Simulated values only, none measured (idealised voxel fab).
Process module heading - voxel trench capacitor
We display cut, a cross-section 245 nm in width whose square cells are each 5 nm.
Heads up, the way a cross-section reads in here is a grid of square cells, handed over as bands from the top down, with every band being one or more rows of cells.
Read a band's entry like this: the first values are the height of its top and the height of its bottom in nm, and what follows is the sequence of materials from left to right, each with its width in nm. Note that "air" is empty space, and that a single material marked "all across" reaches across the band from edge to edge.
Heights are measured from 0, the level below which the as-received wafer is all one material; the lowest band has no bottom and continues downward, written as in "0 down".
A two-number width, for instance "30->40", indicates that the width is equal to the first number in the top row of the band and to the second number in the bottom row, and that it changes by a constant amount per row of cells.
The cross-section has no changed cell in any step marked "no change occurred".
This entry, "Fully closed voids", enumerates those empty regions of no fewer than 8 cells that possess no open connection to the top. Each region is reported in the form width x height at distance, the distance being taken from the left edge, with all three quantities expressed in nm.
It should be noted that, on the line of a given step, the content following the step's settings is a remark produced by the simulator itself with respect to that step.
overlay nm: right-of-plan distance of the mask on a masked step; negative values mean left-of-plan.

Here's what the planned process steps look like:
1,RECEIVE [material Si]
2,CONFORMAL_DEP [material SiN] [thk nm 5]
3,DIRECTIONAL_DEP [material aC] [thk nm 15]
4,PATTERN [tone open] [mask id TRENCH] [material resist] [width nm 25] [pitch nm 50] [thk nm 30] [overlay nm 0]
5,DIRECTIONAL_ETCH [etch materials aC] [depth nm 15]
6,STRIP [etch materials resist]
7,DIRECTIONAL_ETCH [etch materials SiN] [depth nm 5]
8,DIRECTIONAL_ETCH [etch materials Si] [depth nm 25]
9,STRIP [etch materials aC]
10,CONFORMAL_DEP [material HfO2] [thk nm 5]
11,CONFORMAL_DEP [material TiN] [thk nm 5]
12,FILL_DEP [material W] [thk nm 5]
13,CMP [height nm 5]

First of the two wafers, run per plan:

Received-state cross-section, reflecting completion of step 1:
	0 down: Si all across
	Fully closed voids: none

The wafer in cross-section once step 2 is complete:
	5 to 0: SiN all across
	Heights below 0 show no change.

The wafer in cross-section once step 3 is complete:
	20 to 5: aC all across
	Heights below 5 show no change.

The wafer in cross-section once step 4 is complete:
	50 to 20: resist: 60, then air: 25, then resist: 25, then air: 25, then resist: 25, then air: 25, then resist: 60
	Heights below 20 show no change.

The wafer in cross-section once step 5 is complete:
	35 to 20: resist: 60, then air: 25, then resist: 25, then air: 25, then resist: 25, then air: 25, then resist: 60
	20 to 5: aC: 60, then air: 25, then aC: 25, then air: 25, then aC: 25, then air: 25, then aC: 60
	Heights below 5 show no change.

The wafer in cross-section once step 6 is complete:
	20 to 5: aC: 60, then air: 25, then aC: 25, then air: 25, then aC: 25, then air: 25, then aC: 60
	Heights below 5 show no change.

The wafer in cross-section once step 7 is complete:
	20 to 5: aC: 60, then air: 25, then aC: 25, then air: 25, then aC: 25, then air: 25, then aC: 60
	5 to 0: SiN: 60, then air: 25, then SiN: 25, then air: 25, then SiN: 25, then air: 25, then SiN: 60
	Heights below 0 show no change.

The wafer in cross-section once step 8 is complete:
	20 to 5: aC: 60, then air: 25, then aC: 25, then air: 25, then aC: 25, then air: 25, then aC: 60
	5 to 0: SiN: 60, then air: 25, then SiN: 25, then air: 25, then SiN: 25, then air: 25, then SiN: 60
	0 to -25: Si: 60, then air: 25, then Si: 25, then air: 25, then Si: 25, then air: 25, then Si: 60
	Heights below -25 show no change.

The wafer in cross-section once step 9 is complete:
	5 to 0: SiN: 60, then air: 25, then SiN: 25, then air: 25, then SiN: 25, then air: 25, then SiN: 60
	Heights below 0 show no change.

The wafer in cross-section once step 10 is complete:
	10 to 5: HfO2: 65, then air: 15, then HfO2: 35, then air: 15, then HfO2: 35, then air: 15, then HfO2: 65
	5 to 0: SiN: 60, then HfO2: 5, then air: 15, then HfO2: 5, then SiN: 25, then HfO2: 5, then air: 15, then HfO2: 5, then SiN: 25, then HfO2: 5, then air: 15, then HfO2: 5, then SiN: 60
	0 to -20: Si: 60, then HfO2: 5, then air: 15, then HfO2: 5, then Si: 25, then HfO2: 5, then air: 15, then HfO2: 5, then Si: 25, then HfO2: 5, then air: 15, then HfO2: 5, then Si: 60
	-20 to -25: Si: 60, then HfO2: 25, then Si: 25, then HfO2: 25, then Si: 25, then HfO2: 25, then Si: 60
	Heights below -25 show no change.

The wafer in cross-section once step 11 is complete:
	15 to 10: TiN: 70, then air: 5, then TiN: 45, then air: 5, then TiN: 45, then air: 5, then TiN: 70
	10 to 5: HfO2: 65, then TiN: 5, then air: 5, then TiN: 5, then HfO2: 35, then TiN: 5, then air: 5, then TiN: 5, then HfO2: 35, then TiN: 5, then air: 5, then TiN: 5, then HfO2: 65
	5 to 0: SiN: 60, then HfO2: 5, then TiN: 5, then air: 5, then TiN: 5, then HfO2: 5, then SiN: 25, then HfO2: 5, then TiN: 5, then air: 5, then TiN: 5, then HfO2: 5, then SiN: 25, then HfO2: 5, then TiN: 5, then air: 5, then TiN: 5, then HfO2: 5, then SiN: 60
	0 to -15: Si: 60, then HfO2: 5, then TiN: 5, then air: 5, then TiN: 5, then HfO2: 5, then Si: 25, then HfO2: 5, then TiN: 5, then air: 5, then TiN: 5, then HfO2: 5, then Si: 25, then HfO2: 5, then TiN: 5, then air: 5, then TiN: 5, then HfO2: 5, then Si: 60
	-15 to -20: Si: 60, then HfO2: 5, then TiN: 15, then HfO2: 5, then Si: 25, then HfO2: 5, then TiN: 15, then HfO2: 5, then Si: 25, then HfO2: 5, then TiN: 15, then HfO2: 5, then Si: 60
	Heights below -20 show no change.

The wafer in cross-section once step 12 is complete:
	20 to 15: W all across
	15 to 10: TiN: 70, then W: 5, then TiN: 45, then W: 5, then TiN: 45, then W: 5, then TiN: 70
	10 to 5: HfO2: 65, then TiN: 5, then W: 5, then TiN: 5, then HfO2: 35, then TiN: 5, then W: 5, then TiN: 5, then HfO2: 35, then TiN: 5, then W: 5, then TiN: 5, then HfO2: 65
	5 to 0: SiN: 60, then HfO2: 5, then TiN: 5, then W: 5, then TiN: 5, then HfO2: 5, then SiN: 25, then HfO2: 5, then TiN: 5, then W: 5, then TiN: 5, then HfO2: 5, then SiN: 25, then HfO2: 5, then TiN: 5, then W: 5, then TiN: 5, then HfO2: 5, then SiN: 60
	0 to -15: Si: 60, then HfO2: 5, then TiN: 5, then W: 5, then TiN: 5, then HfO2: 5, then Si: 25, then HfO2: 5, then TiN: 5, then W: 5, then TiN: 5, then HfO2: 5, then Si: 25, then HfO2: 5, then TiN: 5, then W: 5, then TiN: 5, then HfO2: 5, then Si: 60
	Heights below -15 show no change.

The wafer in cross-section once step 13 is complete:
	5 to 0: SiN: 60, then HfO2: 5, then TiN: 5, then W: 5, then TiN: 5, then HfO2: 5, then SiN: 25, then HfO2: 5, then TiN: 5, then W: 5, then TiN: 5, then HfO2: 5, then SiN: 25, then HfO2: 5, then TiN: 5, then W: 5, then TiN: 5, then HfO2: 5, then SiN: 60
	Heights below 0 show no change.

Regarding the second of the two wafers: it shared the first wafer's starting condition and process plan, yet one error occurred during its execution. Its history coincides with that of the first wafer up to and including step 9:

Cross-section: second wafer, time at which step 10 was scheduled to end:
	10 to 5: TiN: 65, then air: 15, then TiN: 35, then air: 15, then TiN: 35, then air: 15, then TiN: 65
	5 to 0: SiN: 60, then TiN: 5, then air: 15, then TiN: 5, then SiN: 25, then TiN: 5, then air: 15, then TiN: 5, then SiN: 25, then TiN: 5, then air: 15, then TiN: 5, then SiN: 60
	0 to -20: Si: 60, then TiN: 5, then air: 15, then TiN: 5, then Si: 25, then TiN: 5, then air: 15, then TiN: 5, then Si: 25, then TiN: 5, then air: 15, then TiN: 5, then Si: 60
	-20 to -25: Si: 60, then TiN: 25, then Si: 25, then TiN: 25, then Si: 25, then TiN: 25, then Si: 60
	Heights below -25 show no change.

Cross-section: second wafer, time at which step 11 was scheduled to end:
	15 to 10: HfO2: 70, then air: 5, then HfO2: 45, then air: 5, then HfO2: 45, then air: 5, then HfO2: 70
	10 to 5: TiN: 65, then HfO2: 5, then air: 5, then HfO2: 5, then TiN: 35, then HfO2: 5, then air: 5, then HfO2: 5, then TiN: 35, then HfO2: 5, then air: 5, then HfO2: 5, then TiN: 65
	5 to 0: SiN: 60, then TiN: 5, then HfO2: 5, then air: 5, then HfO2: 5, then TiN: 5, then SiN: 25, then TiN: 5, then HfO2: 5, then air: 5, then HfO2: 5, then TiN: 5, then SiN: 25, then TiN: 5, then HfO2: 5, then air: 5, then HfO2: 5, then TiN: 5, then SiN: 60
	0 to -15: Si: 60, then TiN: 5, then HfO2: 5, then air: 5, then HfO2: 5, then TiN: 5, then Si: 25, then TiN: 5, then HfO2: 5, then air: 5, then HfO2: 5, then TiN: 5, then Si: 25, then TiN: 5, then HfO2: 5, then air: 5, then HfO2: 5, then TiN: 5, then Si: 60
	-15 to -20: Si: 60, then TiN: 5, then HfO2: 15, then TiN: 5, then Si: 25, then TiN: 5, then HfO2: 15, then TiN: 5, then Si: 25, then TiN: 5, then HfO2: 15, then TiN: 5, then Si: 60
	Heights below -20 show no change.

Cross-section: second wafer, time at which step 12 was scheduled to end:
	20 to 15: W all across
	15 to 10: HfO2: 70, then W: 5, then HfO2: 45, then W: 5, then HfO2: 45, then W: 5, then HfO2: 70
	10 to 5: TiN: 65, then HfO2: 5, then W: 5, then HfO2: 5, then TiN: 35, then HfO2: 5, then W: 5, then HfO2: 5, then TiN: 35, then HfO2: 5, then W: 5, then HfO2: 5, then TiN: 65
	5 to 0: SiN: 60, then TiN: 5, then HfO2: 5, then W: 5, then HfO2: 5, then TiN: 5, then SiN: 25, then TiN: 5, then HfO2: 5, then W: 5, then HfO2: 5, then TiN: 5, then SiN: 25, then TiN: 5, then HfO2: 5, then W: 5, then HfO2: 5, then TiN: 5, then SiN: 60
	0 to -15: Si: 60, then TiN: 5, then HfO2: 5, then W: 5, then HfO2: 5, then TiN: 5, then Si: 25, then TiN: 5, then HfO2: 5, then W: 5, then HfO2: 5, then TiN: 5, then Si: 25, then TiN: 5, then HfO2: 5, then W: 5, then HfO2: 5, then TiN: 5, then Si: 60
	Heights below -15 show no change.

Cross-section: second wafer, time at which step 13 was scheduled to end:
	5 to 0: SiN: 60, then TiN: 5, then HfO2: 5, then W: 5, then HfO2: 5, then TiN: 5, then SiN: 25, then TiN: 5, then HfO2: 5, then W: 5, then HfO2: 5, then TiN: 5, then SiN: 25, then TiN: 5, then HfO2: 5, then W: 5, then HfO2: 5, then TiN: 5, then SiN: 60
	Heights below 0 show no change.
Deviation noted in wafer processing: steps 10 and 11 got flipped, so each one ran where the other should have
At the finish, the second wafer shows more or fewer cells for some materials than the first does: 12 fewer of HfO2; 12 more of TiN
